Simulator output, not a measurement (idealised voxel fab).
The following process module bears the name voxel released beams.
Cross-section cut spans 260 nm and uses square cells 5 nm in size.
Just so we're on the same page, the cross-sections are grids of square cells, and they're listed out in bands top to bottom, each band one or more rows deep.
The entry gives the band's vertical extent as a top height and a bottom height in nm, then its horizontal make-up as materials from left to right, each with a width in nm. "empty" stands for empty space; a single material marked "everywhere" fills the band edge to edge.
For the purposes of this specification, 0 denotes the height below which the wafer in its as-received condition is composed wholly of one material, and the lowermost band, lacking a lower limit, extends downward without end, as expressed in "0 and below".
The two numbers in a width such as "30..40" mark its ends across the band: the first belongs to the top row of cells, the second to the bottom row, and from each row to the next the width moves by the same amount.
Given "no alteration" for a step, no cell of the cross-section differs between before and after that step.
Basically, "Catalogued sealed voids" tells you about the enclosed voids: empty spaces with no open way to the top, 8 cells or bigger, each written width x height at distance, where distance is from the left edge, all in nm.
If you see something after the settings on a step's line, that's the simulator's own remark about that step.
What "overlay nm" on a step's line means: if the step has a mask, that mask lay this far to the right of its planned place, or, when the value is negative, to the left.
Intended process steps:
step 1: op RECEIVE | material Si
step 2: op CONFORMAL_DEP | material Al2O3 | thk nm 10
step 3: op DIRECTIONAL_DEP | material SiO2 | thk nm 20
step 4: op MASKED_ETCH | tone open | mask id ANCHOR | width nm 45 | etch materials SiO2 | depth nm 20 | overlay nm 0
step 5: op CONFORMAL_DEP | material W | thk nm 15
step 6: op MASKED_ETCH | tone cover | mask id BEAM | width nm 95 | etch materials W | depth nm 15 | overlay nm 0
step 7: op STRIP | etch materials SiO2
The first of the two wafers, which ran as planned:
Wafer as received: cross-section following step 1:
> 0 and below | Si everywhere
> Catalogued sealed voids: none
Cross-section through the wafer, step 2 finished:
> 10 down to 0 | Al2O3 everywhere
> Lower than 0, everything is as it was.
Cross-section through the wafer, step 3 finished:
> 30 down to 10 | SiO2 everywhere
> Lower than 10, everything is as it was.
Cross-section through the wafer, step 4 finished:
> 30 down to 10 | SiO2 (85)  empty (45)  SiO2 (130)
> Lower than 10, everything is as it was.
Cross-section through the wafer, step 5 finished:
> 45 down to 30 | W (100)  empty (15)  W (145)
> 30 down to 25 | SiO2 (85)  W (15)  empty (15)  W (15)  SiO2 (130)
> 25 down to 10 | SiO2 (85)  W (45)  SiO2 (130)
> Lower than 10, everything is as it was.
Cross-section through the wafer, step 6 finished:
> 45 down to 30 | empty (80)  W (20)  empty (15)  W (60)  empty (85)
> Lower than 30, everything is as it was.
Cross-section through the wafer, step 7 finished:
> 45 down to 30 | empty (80)  W (20)  empty (15)  W (60)  empty (85)
> 30 down to 25 | empty (85)  W (15)  empty (15)  W (15)  empty (130)
> 25 down to 10 | empty (85)  W (45)  empty (130)
> Lower than 10, everything is as it was.
second wafer: like start, like plan, one mistake. Through step 2 it matches the first wafer:
At the planned end of step 3, the second wafer in cross-section: no alteration
At the planned end of step 4, the second wafer in cross-section: no alteration
At the planned end of step 5, the second wafer in cross-section:
> 25 down to 10 | W everywhere
> Lower than 10, everything is as it was.
At the planned end of step 6, the second wafer in cross-section:
> 25 down to 10 | empty (80)  W (95)  empty (85)
> Lower than 10, everything is as it was.
At the planned end of step 7, the second wafer in cross-section: no alteration
Plan not followed: heads up, step 3 of the plan was skipped and never actually ran
The final cell counts differ between the wafers, with the second having more or fewer of some materials than the first: W -24
